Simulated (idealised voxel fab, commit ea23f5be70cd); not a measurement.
Presented below is a process module, voxel transistor to metal.
FYI the section here is cut, 155 nm wide, cells are 5 nm squares.
Each cross-section below is a grid of square cells, stated as bands in top-down order, with one or more rows of cells making up each band. This entry defines a band. It first specifies the height of the band's top and the height of its bottom in nm, and then specifies the band's materials from left to right, stating each material with its width in nm. The word "all across" identifies a single material that fills the band from edge to edge, while the word "blank" identifies empty space. Heights from 0 (as-received wafer is one material below). Bottom band endless downward, as "0 and below". When a width is written as two numbers, as in "30 to 40", the first number is the width in the top row of cells of the band and the second is the width in its bottom row, and the width changes by the same amount from each row to the next. Given "nothing changed" for a step, no cell of the cross-section differs between before and after that step. Closed empty spaces (no open way to the top) of 8 cells or more are what "Enclosed cavities" lists, each as width x height at distance from the left edge, nm for all three. Heads up: the bit after the settings on a step's line is the simulator's remark on that step. For masked steps, "overlay nm" on the step line gives how far right of plan the mask actually lay; a minus sign means it lay to the left. How should the pairs below be read? Each gives the cross-section before one process step and the cross-section after it, the latter drawn only to the lowest band that changed; the step that lies between them, with its settings, appears under the pair. Does a pair pick up where the pair above left off? Only where its entry headed "State before" says so, since pairs can come from different runs of this module on the same starting wafer.

State before:
> 50 down to 45 = TiN (30), blank (10), TiN (75), blank (10), TiN (30)
> 45 down to 35 = SiO2 (25), TiN (5), blank (10), TiN (5), SiO2 (65), TiN (5), blank (10), TiN (5), SiO2 (25)
> 35 down to 20 = SiO2 (25), TiN (5), blank (10), TiN (5), SiO2 (15), SiN (5), polySi (25), SiN (5), SiO2 (15), TiN (5), blank (10), TiN (5), SiO2 (25)
> 20 down to 15 = SiO2 (25), TiN (20), SiO2 (15), SiN (5), polySi (25), SiN (5), SiO2 (15), TiN (20), SiO2 (25)
> 15 down to 0 = SiO2 (20), SiN (115), SiO2 (20)
> 0 down to -5 = SiO2 all across
> -5 down to -30 = SiO2 (20), Si (115), SiO2 (20)
> -30 and below = Si all across
> Enclosed cavities: none

Resulting Structure:
> 55 down to 50 = W all across
> 50 down to 45 = TiN (30), W (10), TiN (75), W (10), TiN (30)
> 45 down to 35 = SiO2 (25), TiN (5), W (10), TiN (5), SiO2 (65), TiN (5), W (10), TiN (5), SiO2 (25)
> 35 down to 20 = SiO2 (25), TiN (5), W (10), TiN (5), SiO2 (15), SiN (5), polySi (25), SiN (5), SiO2 (15), TiN (5), W (10), TiN (5), SiO2 (25)
> Note: structure below 20 unchanged.
> Enclosed cavities: none
For reference, the processing step occurring between the two cross-sections presented above is as follows: FILL_DEP with material W, thk nm 5

State before: after-step cross-section of the pair just above applies.

Resulting Structure:
> 45 down to 35 = SiO2 (25), TiN (5), W (10), TiN (5), SiO2 (65), TiN (5), W (10), TiN (5), SiO2 (25)
> Note: structure below 35 unchanged.
> Enclosed cavities: none
For reference, the processing step occurring between the two cross-sections presented above is as follows: CMP with height nm 45

State before: after-step cross-section of the pair just above applies.

Resulting Structure:
> 50 down to 45 = TiN all across
> Note: structure below 45 unchanged.
> Enclosed cavities: none
For reference, the processing step occurring between the two cross-sections presented above is as follows: DIRECTIONAL_DEP with material TiN, thk nm 5

State before: after-step cross-section of the pair just above applies.

Resulting Structure:
> 75 down to 50 = Ru all across
> Note: structure below 50 unchanged.
> Enclosed cavities: none
For reference, the processing step occurring between the two cross-sections presented above is as follows: DIRECTIONAL_DEP with material Ru, thk nm 25

State before: after-step cross-section of the pair just above applies.

Resulting Structure:
> 90 down to 75 = blank (25), resist (20), blank (65), resist (20), blank (25)
> Note: structure below 75 unchanged.
> Enclosed cavities: none
For reference, the processing step occurring between the two cross-sections presented above is as follows: PATTERN with tone cover, mask id METAL_1, material resist, width nm 20, pitch nm 85, thk nm 15, overlay nm 0

State before: after-step cross-section of the pair just above applies.

Resulting Structure:
> 90 down to 75 = blank (25), resist (20), blank (65), resist (20), blank (25)
> 75 down to 50 = blank (25), Ru (20), blank (65), Ru (20), blank (25)
> Note: structure below 50 unchanged.
> Enclosed cavities: none
For reference, the processing step occurring between the two cross-sections presented above is as follows: DIRECTIONAL_ETCH with etch materials Ru, depth nm 25

State before: after-step cross-section of the pair just above applies.

Resulting Structure:
> 90 down to 75 = blank (25), resist (20), blank (65), resist (20), blank (25)
> 75 down to 50 = blank (25), Ru (20), blank (65), Ru (20), blank (25)
> 50 down to 45 = blank (25), TiN (20), blank (65), TiN (20), blank (25)
> Note: structure below 45 unchanged.
> Enclosed cavities: none
For reference, the processing step occurring between the two cross-sections presented above is as follows: DIRECTIONAL_ETCH with etch materials TiN, depth nm 5

State before: after-step cross-section of the pair just above applies.

Resulting Structure:
> 75 down to 50 = blank (25), Ru (20), blank (65), Ru (20), blank (25)
> Note: structure below 50 unchanged.
> Enclosed cavities: none
For reference, the processing step occurring between the two cross-sections presented above is as follows: STRIP with etch materials resist

State before: after-step cross-section of the pair just above applies.

Resulting Structure:
> 85 down to 75 = lowk all across
> 75 down to 50 = lowk (25), Ru (20), lowk (65), Ru (20), lowk (25)
> 50 down to 45 = lowk (25), TiN (20), lowk (65), TiN (20), lowk (25)
> Note: structure below 45 unchanged.
> Enclosed cavities: none
For reference, the processing step occurring between the two cross-sections presented above is as follows: FILL_DEP with material lowk, thk nm 10

State before: after-step cross-section of the pair just above applies.

Resulting Structure:
> 75 down to 50 = lowk (25), Ru (20), lowk (65), Ru (20), lowk (25)
> Note: structure below 50 unchanged.
> Enclosed cavities: none
For reference, the processing step occurring between the two cross-sections presented above is as follows: CMP with height nm 75

State before: after-step cross-section of the pair just above applies.

Resulting Structure:
> 80 down to 75 = SiCN all across
> Note: structure below 75 unchanged.
> Enclosed cavities: none
For reference, the processing step occurring between the two cross-sections presented above is as follows: CONFORMAL_DEP with material SiCN, thk nm 5

State before: after-step cross-section of the pair just above applies.

Resulting Structure:
> 105 down to 80 = SiO2 all across
> Note: structure below 80 unchanged.
> Enclosed cavities: none
For reference, the processing step occurring between the two cross-sections presented above is as follows: DIRECTIONAL_DEP with material SiO2, thk nm 25

State before: after-step cross-section of the pair just above applies.

Resulting Structure:
> 105 down to 90 = SiO2 (25), blank (20), SiO2 (65), blank (20), SiO2 (25)
> Note: structure below 90 unchanged.
> Enclosed cavities: none
For reference, the processing step occurring between the two cross-sections presented above is as follows: MASKED_ETCH with tone open, mask id METAL_2, width nm 20, pitch nm 85, etch materials SiO2, depth nm 15, overlay nm 0

State before: after-step cross-section of the pair just above applies.

Resulting Structure:
> 120 down to 105 = resist (25), blank (15), resist (70), blank (15), resist (30)
> 105 down to 90 = SiO2 (25), blank (15), resist (5), SiO2 (65), blank (15), resist (5), SiO2 (25)
> Note: structure below 90 unchanged.
> Enclosed cavities: none
For reference, the processing step occurring between the two cross-sections presented above is as follows: PATTERN with tone open, mask id METAL_2_HOLES, material resist, width nm 15, pitch nm 85, thk nm 15, overlay nm 0

State before: after-step cross-section of the pair just above applies.

Resulting Structure:
> 120 down to 105 = resist (25), blank (15), resist (70), blank (15), resist (30)
> 105 down to 90 = SiO2 (25), blank (15), resist (5), SiO2 (65), blank (15), resist (5), SiO2 (25)
> 90 down to 80 = SiO2 (25), blank (15), SiO2 (70), blank (15), SiO2 (30)
> Note: structure below 80 unchanged.
> Enclosed cavities: none
For reference, the processing step occurring between the two cross-sections presented above is as follows: DIRECTIONAL_ETCH with etch materials SiO2, depth nm 10

State before: after-step cross-section of the pair just above applies.

Resulting Structure:
> 120 down to 105 = resist (25), blank (15), resist (70), blank (15), resist (30)
> 105 down to 90 = SiO2 (25), blank (15), resist (5), SiO2 (65), blank (15), resist (5), SiO2 (25)
> 90 down to 80 = SiO2 (25), blank (15), SiO2 (70), blank (15), SiO2 (30)
> 80 down to 75 = SiCN (25), blank (15), SiCN (70), blank (15), SiCN (30)
> Note: structure below 75 unchanged.
> Enclosed cavities: none
For reference, the processing step occurring between the two cross-sections presented above is as follows: DIRECTIONAL_ETCH with etch materials SiCN, depth nm 5

State before: after-step cross-section of the pair just above applies.

Resulting Structure:
> 105 down to 90 = SiO2 (25), blank (20), SiO2 (65), blank (20), SiO2 (25)
> Note: structure below 90 unchanged.
> Enclosed cavities: none
For reference, the processing step occurring between the two cross-sections presented above is as follows: STRIP with etch materials resist

State before: after-step cross-section of the pair just above applies.

Resulting Structure:
> 110 down to 105 = TiN (30), blank (10), TiN (75), blank (10), TiN (30)
> 105 down to 95 = SiO2 (25), TiN (5), blank (10), TiN (5), SiO2 (65), TiN (5), blank (10), TiN (5), SiO2 (25)
> 95 down to 90 = SiO2 (25), TiN (5), blank (5), TiN (10), SiO2 (65), TiN (5), blank (5), TiN (10), SiO2 (25)
> 90 down to 80 = SiO2 (25), TiN (5), blank (5), TiN (5), SiO2 (70), TiN (5), blank (5), TiN (5), SiO2 (30)
> 80 down to 75 = SiCN (25), TiN (15), SiCN (70), TiN (15), SiCN (30)
> Note: structure below 75 unchanged.
> Enclosed cavities: none
For reference, the processing step occurring between the two cross-sections presented above is as follows: CONFORMAL_DEP with material TiN, thk nm 5

State before: after-step cross-section of the pair just above applies.

Resulting Structure:
> 115 down to 110 = Cu all across
> 110 down to 105 = TiN (30), Cu (10), TiN (75), Cu (10), TiN (30)
> 105 down to 95 = SiO2 (25), TiN (5), Cu (10), TiN (5), SiO2 (65), TiN (5), Cu (10), TiN (5), SiO2 (25)
> 95 down to 90 = SiO2 (25), TiN (5), Cu (5), TiN (10), SiO2 (65), TiN (5), Cu (5), TiN (10), SiO2 (25)
> 90 down to 80 = SiO2 (25), TiN (5), Cu (5), TiN (5), SiO2 (70), TiN (5), Cu (5), TiN (5), SiO2 (30)
> Note: structure below 80 unchanged.
> Enclosed cavities: none
For reference, the processing step occurring between the two cross-sections presented above is as follows: FILL_DEP with material Cu, thk nm 5

State before: after-step cross-section of the pair just above applies.

Resulting Structure:
> 105 down to 95 = SiO2 (25), TiN (5), Cu (10), TiN (5), SiO2 (65), TiN (5), Cu (10), TiN (5), SiO2 (25)
> Note: structure below 95 unchanged.
> Enclosed cavities: none
For reference, the processing step occurring between the two cross-sections presented above is as follows: CMP with height nm 105

State before: after-step cross-section of the pair just above applies.

Resulting Structure:
> 110 down to 105 = SiCN all across
> Note: structure below 105 unchanged.
> Enclosed cavities: none
For reference, the processing step occurring between the two cross-sections presented above is as follows: CONFORMAL_DEP with material SiCN, thk nm 5

State before:
> 15 down to 0 = blank (20), SiN (115), blank (20)
> 0 down to -5 = blank (20), SiO2 (115), blank (20)
> -5 down to -30 = blank (20), Si (115), blank (20)
> -30 and below = Si all across
> Enclosed cavities: none

Resulting Structure:
> 15 down to 0 = blank (20), SiN (115), blank (20)
> 0 down to -5 = blank (20), SiO2 (115), blank (20)
> -5 down to -55 = blank (20), Si (115), blank (20)
> Note: structure below -55 unchanged.
> Enclosed cavities: none
For reference, the processing step occurring between the two cross-sections presented above is as follows: MASKED_ETCH with tone cover, mask id ACTIVE, width nm 115, etch materials Si, depth nm 25, overlay nm 0

State before: after-step cross-section of the pair just above applies.

Resulting Structure:
> 30 down to 15 = SiO2 all across
> 15 down to 0 = SiO2 (20), SiN (115), SiO2 (20)
> 0 down to -5 = SiO2 all across
> -5 down to -55 = SiO2 (20), Si (115), SiO2 (20)
> Note: structure below -55 unchanged.
> Enclosed cavities: none
For reference, the processing step occurring between the two cross-sections presented above is as follows: FILL_DEP with material SiO2, thk nm 15

State before: after-step cross-section of the pair just above applies.

Resulting Structure:
> 15 down to 0 = SiO2 (20), SiN (115), SiO2 (20)
> Note: structure below 0 unchanged.
> Enclosed cavities: none
For reference, the processing step occurring between the two cross-sections presented above is as follows: CMP with height nm 15

State before: after-step cross-section of the pair just above applies.

Resulting Structure:
> 15 down to 5 = blank (20), SiN (115), blank (20)
> Note: structure below 5 unchanged.
> Enclosed cavities: none
For reference, the processing step occurring between the two cross-sections presented above is as follows: SELECTIVE_ETCH with etch materials SiO2, depth nm 10

State before: after-step cross-section of the pair just above applies.

Resulting Structure:
> 5 down to 0 = SiO2 (20), blank (115), SiO2 (20)
> Note: structure below 0 unchanged.
> Enclosed cavities: none
For reference, the processing step occurring between the two cross-sections presented above is as follows: STRIP with etch materials SiN

State before: after-step cross-section of the pair just above applies.

Resulting Structure:
> 0 down to -5 = SiO2 (15), blank (125), SiO2 (15)
> Note: structure below -5 unchanged.
> Enclosed cavities: none
For reference, the processing step occurring between the two cross-sections presented above is as follows: SELECTIVE_ETCH with etch materials SiO2, depth nm 5

State before: after-step cross-section of the pair just above applies.

Resulting Structure:
> 0 down to -5 = SiO2 (15), blank (125), SiO2 (15)
> -5 down to -10 = SiO2 all across
> Note: structure below -10 unchanged.
> Enclosed cavities: none
For reference, the processing step occurring between the two cross-sections presented above is as follows: OXIDIZE with depth nm 5

State before: after-step cross-section of the pair just above applies.

Resulting Structure:
> 30 down to 25 = polySi (15), blank (125), polySi (15)
> 25 down to 0 = polySi all across
> 0 down to -5 = SiO2 (15), polySi (125), SiO2 (15)
> Note: structure below -5 unchanged.
> Enclosed cavities: none
For reference, the processing step occurring between the two cross-sections presented above is as follows: DIRECTIONAL_DEP with material polySi, thk nm 30

State before: after-step cross-section of the pair just above applies.

Resulting Structure:
> 40 down to 35 = SiCN (15), blank (125), SiCN (15)
> 35 down to 30 = SiCN all across
> 30 down to 25 = polySi (15), SiCN (125), polySi (15)
> Note: structure below 25 unchanged.
> Enclosed cavities: none
For reference, the processing step occurring between the two cross-sections presented above is as follows: DIRECTIONAL_DEP with material SiCN, thk nm 10

State before: after-step cross-section of the pair just above applies.

Resulting Structure:
> 35 down to 30 = blank (65), SiCN (25), blank (65)
> 30 down to 25 = polySi (15), blank (50), SiCN (25), blank (50), polySi (15)
> Note: structure below 25 unchanged.
> Enclosed cavities: none
For reference, the processing step occurring between the two cross-sections presented above is as follows: MASKED_ETCH with tone cover, mask id GATE, width nm 25, etch materials SiCN, depth nm 20, overlay nm 0

State before: after-step cross-section of the pair just above applies.

Resulting Structure:
> 35 down to 25 = blank (65), SiCN (25), blank (65)
> 25 down to 0 = blank (65), polySi (25), blank (65)
> 0 down to -5 = SiO2 (15), blank (50), polySi (25), blank (50), SiO2 (15)
> Note: structure below -5 unchanged.
> Enclosed cavities: none
For reference, the processing step occurring between the two cross-sections presented above is as follows: MASKED_ETCH with tone cover, mask id GATE, width nm 25, etch materials polySi, depth nm 40, overlay nm 0

State before: after-step cross-section of the pair just above applies.

Resulting Structure:
> 40 down to 35 = blank (60), SiN (35), blank (60)
> 35 down to 25 = blank (60), SiN (5), SiCN (25), SiN (5), blank (60)
> 25 down to 5 = blank (60), SiN (5), polySi (25), SiN (5), blank (60)
> 5 down to 0 = SiN (20), blank (40), SiN (5), polySi (25), SiN (5), blank (40), SiN (20)
> 0 down to -5 = SiO2 (15), SiN (50), polySi (25), SiN (50), SiO2 (15)
> Note: structure below -5 unchanged.
> Enclosed cavities: none
For reference, the processing step occurring between the two cross-sections presented above is as follows: CONFORMAL_DEP with material SiN, thk nm 5

State before: after-step cross-section of the pair just above applies.

Resulting Structure:
> 35 down to 25 = blank (60), SiN (5), SiCN (25), SiN (5), blank (60)
> 25 down to 0 = blank (60), SiN (5), polySi (25), SiN (5), blank (60)
> 0 down to -5 = SiO2 (15), SiN (5), blank (40), SiN (5), polySi (25), SiN (5), blank (40), SiN (5), SiO2 (15)
> Note: structure below -5 unchanged.
> Enclosed cavities: none
For reference, the processing step occurring between the two cross-sections presented above is as follows: DIRECTIONAL_ETCH with etch materials SiN, depth nm 5

State before: after-step cross-section of the pair just above applies.

Resulting Structure:
> 35 down to 25 = blank (60), SiN (5), SiCN (25), SiN (5), blank (60)
> 25 down to 0 = blank (60), SiN (5), polySi (25), SiN (5), blank (60)
> 0 down to -5 = blank (15), SiN (5), blank (40), SiN (5), polySi (25), SiN (5), blank (40), SiN (5), blank (15)
> -5 down to -10 = SiO2 (20), blank (40), SiO2 (35), blank (40), SiO2 (20)
> Note: structure below -10 unchanged.
> Enclosed cavities: none
For reference, the processing step occurring between the two cross-sections presented above is as follows: DIRECTIONAL_ETCH with etch materials SiO2, depth nm 5

State before: after-step cross-section of the pair just above applies.

Resulting Structure:
> 35 down to 25 = blank (60), SiN (5), SiCN (25), SiN (5), blank (60)
> 25 down to 0 = blank (60), SiN (5), polySi (25), SiN (5), blank (60)
> 0 down to -5 = blank (15), SiN (5), blank (40), SiN (5), polySi (25), SiN (5), blank (40), SiN (5), blank (15)
> -5 down to -10 = SiO2 (20), blank (40), SiO2 (35), blank (40), SiO2 (20)
> -10 down to -15 = SiO2 (20), blank (40), Si (35), blank (40), SiO2 (20)
> Note: structure below -15 unchanged.
> Enclosed cavities: none
For reference, the processing step occurring between the two cross-sections presented above is as follows: DIRECTIONAL_ETCH with etch materials Si, depth nm 5

State before: after-step cross-section of the pair just above applies.

Resulting Structure:
> 35 down to 25 = blank (60), SiN (5), SiCN (25), SiN (5), blank (60)
> 25 down to 0 = blank (60), SiN (5), polySi (25), SiN (5), blank (60)
> 0 down to -5 = blank (15), SiN (5), blank (40), SiN (5), polySi (25), SiN (5), blank (40), SiN (5), blank (15)
> -5 down to -10 = SiO2 (20), blank (35), pSi (5), SiO2 (35), pSi (5), blank (35), SiO2 (20)
> -10 down to -15 = SiO2 (20), pSi (40), Si (35), pSi (40), SiO2 (20)
> Note: structure below -15 unchanged.
> Enclosed cavities: none
For reference, the processing step occurring between the two cross-sections presented above is as follows: EPI with material pSi, thk nm 5

State before: after-step cross-section of the pair just above applies.

Resulting Structure:
> 40 down to 35 = SiO2 all across
> 35 down to 25 = SiO2 (60), SiN (5), SiCN (25), SiN (5), SiO2 (60)
> 25 down to 0 = SiO2 (60), SiN (5), polySi (25), SiN (5), SiO2 (60)
> 0 down to -5 = SiO2 (15), SiN (5), SiO2 (40), SiN (5), polySi (25), SiN (5), SiO2 (40), SiN (5), SiO2 (15)
> -5 down to -10 = SiO2 (55), pSi (5), SiO2 (35), pSi (5), SiO2 (55)
> Note: structure below -10 unchanged.
> Enclosed cavities: none
For reference, the processing step occurring between the two cross-sections presented above is as follows: FILL_DEP with material SiO2, thk nm 5

State before: after-step cross-section of the pair just above applies.

Resulting Structure:
> 35 down to 25 = SiO2 (60), SiN (5), SiCN (25), SiN (5), SiO2 (60)
> Note: structure below 25 unchanged.
> Enclosed cavities: none
For reference, the processing step occurring between the two cross-sections presented above is as follows: CMP with height nm 35

State before: after-step cross-section of the pair just above applies.

Resulting Structure:
> 45 down to 35 = SiO2 all across
> Note: structure below 35 unchanged.
> Enclosed cavities: none
For reference, the processing step occurring between the two cross-sections presented above is as follows: DIRECTIONAL_DEP with material SiO2, thk nm 10

State before: after-step cross-section of the pair just above applies.

Resulting Structure:
> 55 down to 45 = aC all across
> Note: structure below 45 unchanged.
> Enclosed cavities: none
For reference, the processing step occurring between the two cross-sections presented above is as follows: DIRECTIONAL_DEP with material aC, thk nm 10

State before: after-step cross-section of the pair just above applies.

Resulting Structure:
> 80 down to 55 = resist (25), blank (20), resist (65), blank (20), resist (25)
> Note: structure below 55 unchanged.
> Enclosed cavities: none
For reference, the processing step occurring between the two cross-sections presented above is as follows: PATTERN with tone open, mask id CONTACT, material resist, width nm 20, pitch nm 85, thk nm 25, overlay nm 0

State before: after-step cross-section of the pair just above applies.

Resulting Structure:
> 70 down to 55 = resist (25), blank (20), resist (65), blank (20), resist (25)
> 55 down to 45 = aC (25), blank (20), aC (65), blank (20), aC (25)
> Note: structure below 45 unchanged.
> Enclosed cavities: none
For reference, the processing step occurring between the two cross-sections presented above is as follows: DIRECTIONAL_ETCH with etch materials aC, depth nm 10

State before: after-step cross-section of the pair just above applies.

Resulting Structure:
> 55 down to 45 = aC (25), blank (20), aC (65), blank (20), aC (25)
> Note: structure below 45 unchanged.
> Enclosed cavities: none
For reference, the processing step occurring between the two cross-sections presented above is as follows: STRIP with etch materials resist

State before: after-step cross-section of the pair just above applies.

Resulting Structure:
> 55 down to 45 = aC (25), blank (20), aC (65), blank (20), aC (25)
> 45 down to 35 = SiO2 (25), blank (20), SiO2 (65), blank (20), SiO2 (25)
> 35 down to 25 = SiO2 (25), blank (20), SiO2 (15), SiN (5), SiCN (25), SiN (5), SiO2 (15), blank (20), SiO2 (25)
> 25 down to 0 = SiO2 (25), blank (20), SiO2 (15), SiN (5), polySi (25), SiN (5), SiO2 (15), blank (20), SiO2 (25)
> 0 down to -5 = SiO2 (15), SiN (5), SiO2 (5), blank (20), SiO2 (15), SiN (5), polySi (25), SiN (5), SiO2 (15), blank (20), SiO2 (5), SiN (5), SiO2 (15)
> -5 down to -10 = SiO2 (25), blank (20), SiO2 (10), pSi (5), SiO2 (35), pSi (5), SiO2 (10), blank (20), SiO2 (25)
> Note: structure below -10 unchanged.
> Enclosed cavities: none
For reference, the processing step occurring between the two cross-sections presented above is as follows: DIRECTIONAL_ETCH with etch materials SiO2, depth nm 55

State before: after-step cross-section of the pair just above applies.

Resulting Structure:
> 45 down to 35 = SiO2 (25), blank (20), SiO2 (65), blank (20), SiO2 (25)
> Note: structure below 35 unchanged.
> Enclosed cavities: none
For reference, the processing step occurring between the two cross-sections presented above is as follows: STRIP with etch materials aC

State before: after-step cross-section of the pair just above applies.

Resulting Structure:
> 50 down to 45 = TiN (30), blank (10), TiN (75), blank (10), TiN (30)
> 45 down to 35 = SiO2 (25), TiN (5), blank (10), TiN (5), SiO2 (65), TiN (5), blank (10), TiN (5), SiO2 (25)
> 35 down to 25 = SiO2 (25), TiN (5), blank (10), TiN (5), SiO2 (15), SiN (5), SiCN (25), SiN (5), SiO2 (15), TiN (5), blank (10), TiN (5), SiO2 (25)
> 25 down to 0 = SiO2 (25), TiN (5), blank (10), TiN (5), SiO2 (15), SiN (5), polySi (25), SiN (5), SiO2 (15), TiN (5), blank (10), TiN (5), SiO2 (25)
> 0 down to -5 = SiO2 (15), SiN (5), SiO2 (5), TiN (5), blank (10), TiN (5), SiO2 (15), SiN (5), polySi (25), SiN (5), SiO2 (15), TiN (5), blank (10), TiN (5), SiO2 (5), SiN (5), SiO2 (15)
> -5 down to -10 = SiO2 (25), TiN (20), SiO2 (10), pSi (5), SiO2 (35), pSi (5), SiO2 (10), TiN (20), SiO2 (25)
> Note: structure below -10 unchanged.
> Enclosed cavities: none
For reference, the processing step occurring between the two cross-sections presented above is as follows: CONFORMAL_DEP with material TiN, thk nm 5

State before: after-step cross-section of the pair just above applies.

Resulting Structure:
> 55 down to 50 = W all across
> 50 down to 45 = TiN (30), W (10), TiN (75), W (10), TiN (30)
> 45 down to 35 = SiO2 (25), TiN (5), W (10), TiN (5), SiO2 (65), TiN (5), W (10), TiN (5), SiO2 (25)
> 35 down to 25 = SiO2 (25), TiN (5), W (10), TiN (5), SiO2 (15), SiN (5), SiCN (25), SiN (5), SiO2 (15), TiN (5), W (10), TiN (5), SiO2 (25)
> 25 down to 0 = SiO2 (25), TiN (5), W (10), TiN (5), SiO2 (15), SiN (5), polySi (25), SiN (5), SiO2 (15), TiN (5), W (10), TiN (5), SiO2 (25)
> 0 down to -5 = SiO2 (15), SiN (5), SiO2 (5), TiN (5), W (10), TiN (5), SiO2 (15), SiN (5), polySi (25), SiN (5), SiO2 (15), TiN (5), W (10), TiN (5), SiO2 (5), SiN (5), SiO2 (15)
> Note: structure below -5 unchanged.
> Enclosed cavities: none
For reference, the processing step occurring between the two cross-sections presented above is as follows: FILL_DEP with material W, thk nm 5

State before: after-step cross-section of the pair just above applies.

Resulting Structure:
> 45 down to 35 = SiO2 (25), TiN (5), W (10), TiN (5), SiO2 (65), TiN (5), W (10), TiN (5), SiO2 (25)
> Note: structure below 35 unchanged.
> Enclosed cavities: none
For reference, the processing step occurring between the two cross-sections presented above is as follows: CMP with height nm 45

State before: after-step cross-section of the pair just above applies.

Resulting Structure:
> 50 down to 45 = TiN all across
> Note: structure below 45 unchanged.
> Enclosed cavities: none
For reference, the processing step occurring between the two cross-sections presented above is as follows: DIRECTIONAL_DEP with material TiN, thk nm 5

State before: after-step cross-section of the pair just above applies.

Resulting Structure:
> 75 down to 50 = Ru all across
> Note: structure below 50 unchanged.
> Enclosed cavities: none
For reference, the processing step occurring between the two cross-sections presented above is as follows: DIRECTIONAL_DEP with material Ru, thk nm 25

State before: after-step cross-section of the pair just above applies.

Resulting Structure:
> 90 down to 75 = blank (25), resist (20), blank (65), resist (20), blank (25)
> Note: structure below 75 unchanged.
> Enclosed cavities: none
For reference, the processing step occurring between the two cross-sections presented above is as follows: PATTERN with tone cover, mask id METAL_1, material resist, width nm 20, pitch nm 85, thk nm 15, overlay nm 0

State before: after-step cross-section of the pair just above applies.

Resulting Structure:
> 90 down to 75 = blank (25), resist (20), blank (65), resist (20), blank (25)
> 75 down to 50 = blank (25), Ru (20), blank (65), Ru (20), blank (25)
> Note: structure below 50 unchanged.
> Enclosed cavities: none
For reference, the processing step occurring between the two cross-sections presented above is as follows: DIRECTIONAL_ETCH with etch materials Ru, depth nm 25

State before: after-step cross-section of the pair just above applies.

Resulting Structure:
> 90 down to 75 = blank (25), resist (20), blank (65), resist (20), blank (25)
> 75 down to 50 = blank (25), Ru (20), blank (65), Ru (20), blank (25)
> 50 down to 45 = blank (25), TiN (20), blank (65), TiN (20), blank (25)
> Note: structure below 45 unchanged.
> Enclosed cavities: none
For reference, the processing step occurring between the two cross-sections presented above is as follows: DIRECTIONAL_ETCH with etch materials TiN, depth nm 5

State before: after-step cross-section of the pair just above applies.

Resulting Structure:
> 75 down to 50 = blank (25), Ru (20), blank (65), Ru (20), blank (25)
> Note: structure below 50 unchanged.
> Enclosed cavities: none
For reference, the processing step occurring between the two cross-sections presented above is as follows: STRIP with etch materials resist

State before: after-step cross-section of the pair just above applies.

Resulting Structure:
> 85 down to 75 = lowk all across
> 75 down to 50 = lowk (25), Ru (20), lowk (65), Ru (20), lowk (25)
> 50 down to 45 = lowk (25), TiN (20), lowk (65), TiN (20), lowk (25)
> Note: structure below 45 unchanged.
> Enclosed cavities: none
For reference, the processing step occurring between the two cross-sections presented above is as follows: FILL_DEP with material lowk, thk nm 10

State before: after-step cross-section of the pair just above applies.

Resulting Structure:
> 75 down to 50 = lowk (25), Ru (20), lowk (65), Ru (20), lowk (25)
> Note: structure below 50 unchanged.
> Enclosed cavities: none
For reference, the processing step occurring between the two cross-sections presented above is as follows: CMP with height nm 75

State before: after-step cross-section of the pair just above applies.

Resulting Structure:
> 80 down to 75 = SiCN all across
> Note: structure below 75 unchanged.
> Enclosed cavities: none
For reference, the processing step occurring between the two cross-sections presented above is as follows: CONFORMAL_DEP with material SiCN, thk nm 5

State before: after-step cross-section of the pair just above applies.

Resulting Structure:
> 105 down to 80 = SiO2 all across
> Note: structure below 80 unchanged.
> Enclosed cavities: none
For reference, the processing step occurring between the two cross-sections presented above is as follows: DIRECTIONAL_DEP with material SiO2, thk nm 25

State before: after-step cross-section of the pair just above applies.

Resulting Structure:
> 105 down to 90 = SiO2 (25), blank (20), SiO2 (65), blank (20), SiO2 (25)
> Note: structure below 90 unchanged.
> Enclosed cavities: none
For reference, the processing step occurring between the two cross-sections presented above is as follows: MASKED_ETCH with tone open, mask id METAL_2, width nm 20, pitch nm 85, etch materials SiO2, depth nm 15, overlay nm 0

State before: after-step cross-section of the pair just above applies.

Resulting Structure:
> 120 down to 105 = resist (25), blank (15), resist (70), blank (15), resist (30)
> 105 down to 90 = SiO2 (25), blank (15), resist (5), SiO2 (65), blank (15), resist (5), SiO2 (25)
> Note: structure below 90 unchanged.
> Enclosed cavities: none
For reference, the processing step occurring between the two cross-sections presented above is as follows: PATTERN with tone open, mask id METAL_2_HOLES, material resist, width nm 15, pitch nm 85, thk nm 15, overlay nm 0

State before: after-step cross-section of the pair just above applies.

Resulting Structure:
> 120 down to 105 = resist (25), blank (15), resist (70), blank (15), resist (30)
> 105 down to 90 = SiO2 (25), blank (15), resist (5), SiO2 (65), blank (15), resist (5), SiO2 (25)
> 90 down to 80 = SiO2 (25), blank (15), SiO2 (70), blank (15), SiO2 (30)
> Note: structure below 80 unchanged.
> Enclosed cavities: none
For reference, the processing step occurring between the two cross-sections presented above is as follows: DIRECTIONAL_ETCH with etch materials SiO2, depth nm 10

State before: after-step cross-section of the pair just above applies.

Resulting Structure:
> 120 down to 105 = resist (25), blank (15), resist (70), blank (15), resist (30)
> 105 down to 90 = SiO2 (25), blank (15), resist (5), SiO2 (65), blank (15), resist (5), SiO2 (25)
> 90 down to 80 = SiO2 (25), blank (15), SiO2 (70), blank (15), SiO2 (30)
> 80 down to 75 = SiCN (25), blank (15), SiCN (70), blank (15), SiCN (30)
> Note: structure below 75 unchanged.
> Enclosed cavities: none
For reference, the processing step occurring between the two cross-sections presented above is as follows: DIRECTIONAL_ETCH with etch materials SiCN, depth nm 5

State before: after-step cross-section of the pair just above applies.

Resulting Structure:
> 105 down to 90 = SiO2 (25), blank (20), SiO2 (65), blank (20), SiO2 (25)
> Note: structure below 90 unchanged.
> Enclosed cavities: none
For reference, the processing step occurring between the two cross-sections presented above is as follows: STRIP with etch materials resist

State before: after-step cross-section of the pair just above applies.

Resulting Structure:
> 110 down to 105 = TiN (30), blank (10), TiN (75), blank (10), TiN (30)
> 105 down to 95 = SiO2 (25), TiN (5), blank (10), TiN (5), SiO2 (65), TiN (5), blank (10), TiN (5), SiO2 (25)
> 95 down to 90 = SiO2 (25), TiN (5), blank (5), TiN (10), SiO2 (65), TiN (5), blank (5), TiN (10), SiO2 (25)
> 90 down to 80 = SiO2 (25), TiN (5), blank (5), TiN (5), SiO2 (70), TiN (5), blank (5), TiN (5), SiO2 (30)
> 80 down to 75 = SiCN (25), TiN (15), SiCN (70), TiN (15), SiCN (30)
> Note: structure below 75 unchanged.
> Enclosed cavities: none
For reference, the processing step occurring between the two cross-sections presented above is as follows: CONFORMAL_DEP with material TiN, thk nm 5
